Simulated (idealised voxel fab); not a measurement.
Process module, titled voxel spacer lines
Cross-section cut: width 220 nm, square cells of 5 nm.
In what follows, cross-sections appear as grids of square cells, described through bands that run from the top down, where every band is one or more rows of cells.
Look at the band entry: it leads with the top's height and the bottom's height in nm. Then it lists the materials left to right, with a width in nm for each. The word "throughout" on a single material says that material fills the band edge to edge. The word "air" is empty space.
A quick word on heights: they are counted from 0, and under that level the wafer as it came to us is one material throughout. The lowest band is different from the rest in having no bottom; it simply continues downward, written as in "0..down".
The two numbers in a width such as "30->40" mark its ends across the band: the first belongs to the top row of cells, the second to the bottom row, and from each row to the next the width moves by the same amount.
For the purposes of this document, the phrase "no modifications" attached to a step denotes that no cell within the cross-section was modified by that step.
This entry, "Closed-off voids", enumerates those empty regions of no fewer than 8 cells that possess no open connection to the top. Each region is reported in the form width x height at distance, the distance being taken from the left edge, with all three quantities expressed in nm.
Heads up: the bit after the settings on a step's line is the simulator's remark on that step.
A step's line can hold "overlay nm"; with a mask on that step, the setting says how far right of the planned place the mask lay, while a negative setting says it lay to the left.

**This section lists the process steps that were planned**
1: RECEIVE (material Si)
2: CONFORMAL_DEP (material Al2O3; thk nm 5)
3: DIRECTIONAL_DEP (material TiN; thk nm 20)
4: DIRECTIONAL_DEP (material aC; thk nm 30)
5: PATTERN (tone cover; mask id MANDREL; material resist; width nm 20; pitch nm 70; thk nm 40; overlay nm 0)
6: DIRECTIONAL_ETCH (etch materials aC; depth nm 30)
7: STRIP (etch materials resist)
8: CONFORMAL_DEP (material SiN; thk nm 15)
9: DIRECTIONAL_ETCH (etch materials SiN; depth nm 15)
10: STRIP (etch materials aC)
11: DIRECTIONAL_ETCH (etch materials TiN; depth nm 20)
12: STRIP (etch materials SiN)

**What follows covers the first of two wafers; it ran as planned**

**The cross-section here shows the wafer as received, i.e. in its state after step 1**
	0..down  Si throughout
	Closed-off voids: none

**Take a look at the wafer's cross-section after step 2**
	5..0  Al2O3 throughout
	Everything below 0 is unchanged.

**Take a look at the wafer's cross-section after step 3**
	25..5  TiN throughout
	Everything below 5 is unchanged.

**Take a look at the wafer's cross-section after step 4**
	55..25  aC throughout
	Everything below 25 is unchanged.

**Take a look at the wafer's cross-section after step 5**
	95..55  air 30 nm; resist 20 nm; air 50 nm; resist 20 nm; air 50 nm; resist 20 nm; air 30 nm
	Everything below 55 is unchanged.

**Take a look at the wafer's cross-section after step 6**
	65..55  air 30 nm; resist 20 nm; air 50 nm; resist 20 nm; air 50 nm; resist 20 nm; air 30 nm
	55..25  air 30 nm; aC 20 nm; air 50 nm; aC 20 nm; air 50 nm; aC 20 nm; air 30 nm
	Everything below 25 is unchanged.

**Take a look at the wafer's cross-section after step 7**
	55..25  air 30 nm; aC 20 nm; air 50 nm; aC 20 nm; air 50 nm; aC 20 nm; air 30 nm
	Everything below 25 is unchanged.

**Take a look at the wafer's cross-section after step 8**
	70..55  air 15 nm; SiN 50 nm; air 20 nm; SiN 50 nm; air 20 nm; SiN 50 nm; air 15 nm
	55..40  air 15 nm; SiN 15 nm; aC 20 nm; SiN 15 nm; air 20 nm; SiN 15 nm; aC 20 nm; SiN 15 nm; air 20 nm; SiN 15 nm; aC 20 nm; SiN 15 nm; air 15 nm
	40..25  SiN 30 nm; aC 20 nm; SiN 50 nm; aC 20 nm; SiN 50 nm; aC 20 nm; SiN 30 nm
	Everything below 25 is unchanged.

**Take a look at the wafer's cross-section after step 9**
	55..25  air 15 nm; SiN 15 nm; aC 20 nm; SiN 15 nm; air 20 nm; SiN 15 nm; aC 20 nm; SiN 15 nm; air 20 nm; SiN 15 nm; aC 20 nm; SiN 15 nm; air 15 nm
	Everything below 25 is unchanged.

**Take a look at the wafer's cross-section after step 10**
	55..25  air 15 nm; SiN 15 nm; air 20 nm; SiN 15 nm; air 20 nm; SiN 15 nm; air 20 nm; SiN 15 nm; air 20 nm; SiN 15 nm; air 20 nm; SiN 15 nm; air 15 nm
	Everything below 25 is unchanged.

**Take a look at the wafer's cross-section after step 11**
	55..25  air 15 nm; SiN 15 nm; air 20 nm; SiN 15 nm; air 20 nm; SiN 15 nm; air 20 nm; SiN 15 nm; air 20 nm; SiN 15 nm; air 20 nm; SiN 15 nm; air 15 nm
	25..5  air 15 nm; TiN 15 nm; air 20 nm; TiN 15 nm; air 20 nm; TiN 15 nm; air 20 nm; TiN 15 nm; air 20 nm; TiN 15 nm; air 20 nm; TiN 15 nm; air 15 nm
	Everything below 5 is unchanged.

**Take a look at the wafer's cross-section after step 12**
	25..5  air 15 nm; TiN 15 nm; air 20 nm; TiN 15 nm; air 20 nm; TiN 15 nm; air 20 nm; TiN 15 nm; air 20 nm; TiN 15 nm; air 20 nm; TiN 15 nm; air 15 nm
	Everything below 5 is unchanged.

**What follows concerns the second wafer, which started out like the first and was meant to follow the very same plan; one mistake crept in when it was run, but everything up to and including step 4 is the same as for the first wafer**

**Cross-section: second wafer, time at which step 5 was scheduled to end**
	95..55  air 35 nm; resist 15 nm; air 55 nm; resist 15 nm; air 55 nm; resist 15 nm; air 30 nm
	Everything below 55 is unchanged.

**Cross-section: second wafer, time at which step 6 was scheduled to end**
	65..55  air 35 nm; resist 15 nm; air 55 nm; resist 15 nm; air 55 nm; resist 15 nm; air 30 nm
	55..25  air 35 nm; aC 15 nm; air 55 nm; aC 15 nm; air 55 nm; aC 15 nm; air 30 nm
	Everything below 25 is unchanged.

**Cross-section: second wafer, time at which step 7 was scheduled to end**
	55..25  air 35 nm; aC 15 nm; air 55 nm; aC 15 nm; air 55 nm; aC 15 nm; air 30 nm
	Everything below 25 is unchanged.

**Cross-section: second wafer, time at which step 8 was scheduled to end**
	70..55  air 20 nm; SiN 45 nm; air 25 nm; SiN 45 nm; air 25 nm; SiN 45 nm; air 15 nm
	55..40  air 20 nm; SiN 15 nm; aC 15 nm; SiN 15 nm; air 25 nm; SiN 15 nm; aC 15 nm; SiN 15 nm; air 25 nm; SiN 15 nm; aC 15 nm; SiN 15 nm; air 15 nm
	40..25  SiN 35 nm; aC 15 nm; SiN 55 nm; aC 15 nm; SiN 55 nm; aC 15 nm; SiN 30 nm
	Everything below 25 is unchanged.

**Cross-section: second wafer, time at which step 9 was scheduled to end**
	55..25  air 20 nm; SiN 15 nm; aC 15 nm; SiN 15 nm; air 25 nm; SiN 15 nm; aC 15 nm; SiN 15 nm; air 25 nm; SiN 15 nm; aC 15 nm; SiN 15 nm; air 15 nm
	Everything below 25 is unchanged.

**Cross-section: second wafer, time at which step 10 was scheduled to end**
	55..25  air 20 nm; SiN 15 nm; air 15 nm; SiN 15 nm; air 25 nm; SiN 15 nm; air 15 nm; SiN 15 nm; air 25 nm; SiN 15 nm; air 15 nm; SiN 15 nm; air 15 nm
	Everything below 25 is unchanged.

**Cross-section: second wafer, time at which step 11 was scheduled to end**
	55..25  air 20 nm; SiN 15 nm; air 15 nm; SiN 15 nm; air 25 nm; SiN 15 nm; air 15 nm; SiN 15 nm; air 25 nm; SiN 15 nm; air 15 nm; SiN 15 nm; air 15 nm
	25..5  air 20 nm; TiN 15 nm; air 15 nm; TiN 15 nm; air 25 nm; TiN 15 nm; air 15 nm; TiN 15 nm; air 25 nm; TiN 15 nm; air 15 nm; TiN 15 nm; air 15 nm
	Everything below 5 is unchanged.

**Cross-section: second wafer, time at which step 12 was scheduled to end**
	25..5  air 20 nm; TiN 15 nm; air 15 nm; TiN 15 nm; air 25 nm; TiN 15 nm; air 15 nm; TiN 15 nm; air 25 nm; TiN 15 nm; air 15 nm; TiN 15 nm; air 15 nm
	Everything below 5 is unchanged.
Processing error: note that step 5 departed from the planned setting and was carried out as PATTERN (tone cover; mask id MANDREL; material resist; width nm 15; pitch nm 70; thk nm 40; overlay nm 0)
Heads up: at the end the two wafers have identical cell counts per material, they're just laid out differently.
